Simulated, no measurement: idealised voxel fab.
Herein follows the process module entitled voxel released beams.
The figure presents cross-section cut, which has a width of 230 nm and is divided into square cells with an edge length of 5 nm.
How to read a cross-section here: the picture is a grid of square cells, written as bands going from the top down, and any band can span one or more rows of cells. The entry gives the band's vertical extent as a top height and a bottom height in nm, then its horizontal make-up as materials from left to right, each with a width in nm. "empty" stands for empty space; a single material marked "full width" fills the band edge to edge. The reference from which all heights are counted is 0, the level beneath which the as-received wafer is entirely one material; the lowest band, having no lower bound, proceeds downward and is written after the example "top 0, no bottom". Top row gets the first number, bottom row gets the second, and each row in between changes by the same step: that is how a band width like "30..40" works. Any step labelled "remained the same" changed none of the cells in the cross-section. Reported under the label "Closed void inventory" are the empty spaces having no open way to the top and comprising 8 cells or more; the notation for each is width x height at distance, in which the distance is measured from the left edge and all three values are in nm. Step line, after settings: the simulator's comment on this step. overlay nm: mask right of planned place by this much (step with mask). Neg. = left.

## The planned process steps are enumerated hereunder
| 1 | RECEIVE with material Si |
| 2 | CONFORMAL_DEP with material SiN, thk nm 5 |
| 3 | DIRECTIONAL_DEP with material SiO2, thk nm 20 |
| 4 | DIRECTIONAL_DEP with material aC, thk nm 10 |
| 5 | PATTERN with tone open, mask id ANCHOR, material resist, width nm 25, thk nm 30, overlay nm 0 |
| 6 | DIRECTIONAL_ETCH with etch materials aC, depth nm 10 |
| 7 | STRIP with etch materials resist |
| 8 | DIRECTIONAL_ETCH with etch materials SiO2, depth nm 20 |
| 9 | STRIP with etch materials aC |
| 10 | CONFORMAL_DEP with material polySi, thk nm 10 |
| 11 | DIRECTIONAL_DEP with material aC, thk nm 15 |
| 12 | PATTERN with tone cover, mask id BEAM, material resist, width nm 110, thk nm 30, overlay nm 0 |
| 13 | DIRECTIONAL_ETCH with etch materials aC, depth nm 15 |
| 14 | STRIP with etch materials resist |
| 15 | DIRECTIONAL_ETCH with etch materials polySi, depth nm 10 |
| 16 | STRIP with etch materials aC |
| 17 | STRIP with etch materials SiO2 |

## The first wafer of two, processed as planned

## Cross-sectional view of the wafer in its as-received condition, corresponding to the state after step 1
    top 0, no bottom  Si full width
    Closed void inventory: none

## The following cross-section depicts the wafer upon completion of step 2
    top 5, bottom 0  SiN full width
    Below a height of 0, the structure has not been altered.

## The following cross-section depicts the wafer upon completion of step 3
    top 25, bottom 5  SiO2 full width
    Below a height of 5, the structure has not been altered.

## The following cross-section depicts the wafer upon completion of step 4
    top 35, bottom 25  aC full width
    Below a height of 25, the structure has not been altered.

## The following cross-section depicts the wafer upon completion of step 5
    top 65, bottom 35  resist (60), then empty (25), then resist (145)
    Below a height of 35, the structure has not been altered.

## The following cross-section depicts the wafer upon completion of step 6
    top 55, bottom 35  resist (60), then empty (25), then resist (145)
    top 35, bottom 25  aC (60), then empty (25), then aC (145)
    Below a height of 25, the structure has not been altered.

## The following cross-section depicts the wafer upon completion of step 7
    top 35, bottom 25  aC (60), then empty (25), then aC (145)
    Below a height of 25, the structure has not been altered.

## The following cross-section depicts the wafer upon completion of step 8
    top 35, bottom 25  aC (60), then empty (25), then aC (145)
    top 25, bottom 5  SiO2 (60), then empty (25), then SiO2 (145)
    Below a height of 5, the structure has not been altered.

## The following cross-section depicts the wafer upon completion of step 9
    top 25, bottom 5  SiO2 (60), then empty (25), then SiO2 (145)
    Below a height of 5, the structure has not been altered.

## The following cross-section depicts the wafer upon completion of step 10
    top 35, bottom 25  polySi (70), then empty (5), then polySi (155)
    top 25, bottom 15  SiO2 (60), then polySi (10), then empty (5), then polySi (10), then SiO2 (145)
    top 15, bottom 5  SiO2 (60), then polySi (25), then SiO2 (145)
    Below a height of 5, the structure has not been altered.

## The following cross-section depicts the wafer upon completion of step 11
    top 50, bottom 35  aC (70), then empty (5), then aC (155)
    top 35, bottom 30  polySi (70), then empty (5), then polySi (155)
    top 30, bottom 25  polySi (70), then aC (5), then polySi (155)
    top 25, bottom 15  SiO2 (60), then polySi (10), then aC (5), then polySi (10), then SiO2 (145)
    Below a height of 15, the structure has not been altered.

## The following cross-section depicts the wafer upon completion of step 12
    top 80, bottom 50  empty (55), then resist (110), then empty (65)
    top 50, bottom 35  aC (70), then resist (5), then aC (155)
    top 35, bottom 30  polySi (70), then resist (5), then polySi (155)
    Below a height of 30, the structure has not been altered.

## The following cross-section depicts the wafer upon completion of step 13
    top 65, bottom 50  empty (55), then resist (110), then empty (65)
    top 50, bottom 35  empty (55), then aC (15), then resist (5), then aC (90), then empty (65)
    Below a height of 35, the structure has not been altered.

## The following cross-section depicts the wafer upon completion of step 14
    top 50, bottom 35  empty (55), then aC (15), then empty (5), then aC (90), then empty (65)
    top 35, bottom 30  polySi (70), then empty (5), then polySi (155)
    Below a height of 30, the structure has not been altered.

## The following cross-section depicts the wafer upon completion of step 15
    top 50, bottom 35  empty (55), then aC (15), then empty (5), then aC (90), then empty (65)
    top 35, bottom 30  empty (55), then polySi (15), then empty (5), then polySi (90), then empty (65)
    top 30, bottom 25  empty (55), then polySi (15), then aC (5), then polySi (90), then empty (65)
    Below a height of 25, the structure has not been altered.

## The following cross-section depicts the wafer upon completion of step 16
    top 35, bottom 25  empty (55), then polySi (15), then empty (5), then polySi (90), then empty (65)
    top 25, bottom 15  SiO2 (60), then polySi (10), then empty (5), then polySi (10), then SiO2 (145)
    Below a height of 15, the structure has not been altered.

## The following cross-section depicts the wafer upon completion of step 17
    top 35, bottom 25  empty (55), then polySi (15), then empty (5), then polySi (90), then empty (65)
    top 25, bottom 15  empty (60), then polySi (10), then empty (5), then polySi (10), then empty (145)
    top 15, bottom 5  empty (60), then polySi (25), then empty (145)
    Below a height of 5, the structure has not been altered.

## Wafer two: like wafer one in start and plan, but with one mistake in execution; identical up to and including step 1

Second wafer profile in section, at the moment step 2 of the plan was meant to be complete: remained the same

## Second wafer profile in section, at the moment step 3 of the plan was meant to be complete
    top 20, bottom 0  SiO2 full width
    Below a height of 0, the structure has not been altered.

## Second wafer profile in section, at the moment step 4 of the plan was meant to be complete
    top 30, bottom 20  aC full width
    Below a height of 20, the structure has not been altered.

## Second wafer profile in section, at the moment step 5 of the plan was meant to be complete
    top 60, bottom 30  resist (60), then empty (25), then resist (145)
    Below a height of 30, the structure has not been altered.

## Second wafer profile in section, at the moment step 6 of the plan was meant to be complete
    top 50, bottom 30  resist (60), then empty (25), then resist (145)
    top 30, bottom 20  aC (60), then empty (25), then aC (145)
    Below a height of 20, the structure has not been altered.

## Second wafer profile in section, at the moment step 7 of the plan was meant to be complete
    top 30, bottom 20  aC (60), then empty (25), then aC (145)
    Below a height of 20, the structure has not been altered.

## Second wafer profile in section, at the moment step 8 of the plan was meant to be complete
    top 30, bottom 20  aC (60), then empty (25), then aC (145)
    top 20, bottom 0  SiO2 (60), then empty (25), then SiO2 (145)
    Below a height of 0, the structure has not been altered.

## Second wafer profile in section, at the moment step 9 of the plan was meant to be complete
    top 20, bottom 0  SiO2 (60), then empty (25), then SiO2 (145)
    Below a height of 0, the structure has not been altered.

## Second wafer profile in section, at the moment step 10 of the plan was meant to be complete
    top 30, bottom 20  polySi (70), then empty (5), then polySi (155)
    top 20, bottom 10  SiO2 (60), then polySi (10), then empty (5), then polySi (10), then SiO2 (145)
    top 10, bottom 0  SiO2 (60), then polySi (25), then SiO2 (145)
    Below a height of 0, the structure has not been altered.

## Second wafer profile in section, at the moment step 11 of the plan was meant to be complete
    top 45, bottom 30  aC (70), then empty (5), then aC (155)
    top 30, bottom 25  polySi (70), then empty (5), then polySi (155)
    top 25, bottom 20  polySi (70), then aC (5), then polySi (155)
    top 20, bottom 10  SiO2 (60), then polySi (10), then aC (5), then polySi (10), then SiO2 (145)
    Below a height of 10, the structure has not been altered.

## Second wafer profile in section, at the moment step 12 of the plan was meant to be complete
    top 75, bottom 45  empty (55), then resist (110), then empty (65)
    top 45, bottom 30  aC (70), then resist (5), then aC (155)
    top 30, bottom 25  polySi (70), then resist (5), then polySi (155)
    Below a height of 25, the structure has not been altered.

## Second wafer profile in section, at the moment step 13 of the plan was meant to be complete
    top 60, bottom 45  empty (55), then resist (110), then empty (65)
    top 45, bottom 30  empty (55), then aC (15), then resist (5), then aC (90), then empty (65)
    Below a height of 30, the structure has not been altered.

## Second wafer profile in section, at the moment step 14 of the plan was meant to be complete
    top 45, bottom 30  empty (55), then aC (15), then empty (5), then aC (90), then empty (65)
    top 30, bottom 25  polySi (70), then empty (5), then polySi (155)
    Below a height of 25, the structure has not been altered.

## Second wafer profile in section, at the moment step 15 of the plan was meant to be complete
    top 45, bottom 30  empty (55), then aC (15), then empty (5), then aC (90), then empty (65)
    top 30, bottom 25  empty (55), then polySi (15), then empty (5), then polySi (90), then empty (65)
    top 25, bottom 20  empty (55), then polySi (15), then aC (5), then polySi (90), then empty (65)
    Below a height of 20, the structure has not been altered.

## Second wafer profile in section, at the moment step 16 of the plan was meant to be complete
    top 30, bottom 20  empty (55), then polySi (15), then empty (5), then polySi (90), then empty (65)
    top 20, bottom 10  SiO2 (60), then polySi (10), then empty (5), then polySi (10), then SiO2 (145)
    Below a height of 10, the structure has not been altered.

## Second wafer profile in section, at the moment step 17 of the plan was meant to be complete
    top 30, bottom 20  empty (55), then polySi (15), then empty (5), then polySi (90), then empty (65)
    top 20, bottom 10  empty (60), then polySi (10), then empty (5), then polySi (10), then empty (145)
    top 10, bottom 0  empty (60), then polySi (25), then empty (145)
    Below a height of 0, the structure has not been altered.
Processing error: it should be noted that step 2 of the plan was omitted and was not performed
Wafer comparison, final, in cells, second relative to first, materials more or fewer: SiN -46
